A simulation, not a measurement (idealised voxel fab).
process module | voxel wiring stack
cross-section cut | 245 nm wide | cells 5 nm
A cross-section is a grid of square cells, given in bands from the top down. A band is one or more rows of cells.
Each band's line starts with the height of the band's top and of its bottom, in nm. Then come its materials from left to right, each with its width in nm. One material with "throughout" fills the band from edge to edge. "air" is empty space.
Height 0 is the level under which the wafer as received is all one material. The lowest band goes on downwards, as in "0 down".
A width such as "30 to 40" changes by the same amount from each row of cells to the next, from the band's top row to its bottom row.
"no change" after a step means that no cell of the cross-section changed.
closed voids: empty space of 8 cells or more with no open way to the top, each as width x height at its distance from the left edge, in nm
after a step's settings: what the simulator itself notes on the step
overlay nm, on a step with a mask: how far to the right of its planned place the mask lay; to the left if negative
plan
1 op RECEIVE | material Si
2 op CONFORMAL_DEP | material SiO2 | thk nm 15
3 op DIRECTIONAL_DEP | material TiN | thk nm 5
4 op DIRECTIONAL_DEP | material W | thk nm 25
5 op MASKED_ETCH | tone cover | mask id METAL_1 | width nm 15 | pitch nm 50 | etch materials W | depth nm 25 | overlay nm 0
6 op MASKED_ETCH | tone cover | mask id METAL_1 | width nm 25 | pitch nm 50 | etch materials TiN | depth nm 5 | overlay nm 0
7 op CONFORMAL_DEP | material SiN | thk nm 5
8 op FILL_DEP | material SiO2 | thk nm 5
9 op CMP | height nm 45
10 op CONFORMAL_DEP | material SiCN | thk nm 5
11 op DIRECTIONAL_DEP | material lowk | thk nm 15
12 op DIRECTIONAL_DEP | material aC | thk nm 15
13 op PATTERN | tone open | mask id PLUG_1 | material resist | width nm 15 | thk nm 35 | overlay nm 0
14 op DIRECTIONAL_ETCH | etch materials aC | depth nm 15
15 op STRIP | etch materials resist
16 op DIRECTIONAL_ETCH | etch materials lowk | depth nm 15
17 op DIRECTIONAL_ETCH | etch materials SiCN | depth nm 5
18 op STRIP | etch materials aC
19 op EPI | material Ru | thk nm 10
20 op EPI | material Ru | thk nm 10
21 op DIRECTIONAL_DEP | material TiN | thk nm 5
22 op DIRECTIONAL_DEP | material W | thk nm 20
23 op PATTERN | tone cover | mask id METAL_2 | material resist | width nm 25 | pitch nm 50 | thk nm 15 | overlay nm 0
24 op DIRECTIONAL_ETCH | etch materials W | depth nm 20
25 op DIRECTIONAL_ETCH | etch materials TiN | depth nm 5
26 op STRIP | etch materials resist
27 op CONFORMAL_DEP | material SiCN | thk nm 5
28 op FILL_DEP | material SiO2 | thk nm 5
29 op CMP | height nm 90
30 op CONFORMAL_DEP | material SiCN | thk nm 5
31 op DIRECTIONAL_DEP | material lowk | thk nm 30
32 op MASKED_ETCH | tone open | mask id METAL_3 | width nm 25 | pitch nm 50 | etch materials lowk | depth nm 15 | overlay nm 0
33 op PATTERN | tone open | mask id METAL_3_HOLES | material resist | width nm 15 | thk nm 15 | overlay nm 0
34 op DIRECTIONAL_ETCH | etch materials lowk | depth nm 15
35 op DIRECTIONAL_ETCH | etch materials SiCN | depth nm 5
36 op STRIP | etch materials resist
37 op CONFORMAL_DEP | material TiN | thk nm 5
38 op FILL_DEP | material Cu | thk nm 10
39 op CMP | height nm 125
40 op CONFORMAL_DEP | material SiCN | thk nm 5
varied across the wafers: width nm of step 5. The plan shows the first wafer's value. All wafers start alike
first wafer as received, after step 1
  0 down: Si throughout
  closed voids: none
each wafer at the end: cells of each material gained (+) or lost (-) since it was received, then its closed voids
width nm 15 | +16 Cu | +12 Ru | +196 SiCN | +63 SiN | +478 SiO2 | +46 TiN | +70 W | +393 lowk | closed voids: none
width nm 20 | +16 Cu | +12 Ru | +196 SiCN | +61 SiN | +470 SiO2 | +46 TiN | +80 W | +393 lowk | closed voids: none
width nm 25 | +16 Cu | +12 Ru | +196 SiCN | +59 SiN | +462 SiO2 | +46 TiN | +90 W | +393 lowk | closed voids: none
width nm 30 | +16 Cu | +12 Ru | +196 SiCN | +57 SiN | +452 SiO2 | +48 TiN | +100 W | +393 lowk | closed voids: none
width nm 35 | +16 Cu | +12 Ru | +196 SiCN | +55 SiN | +442 SiO2 | +50 TiN | +110 W | +393 lowk | closed voids: none
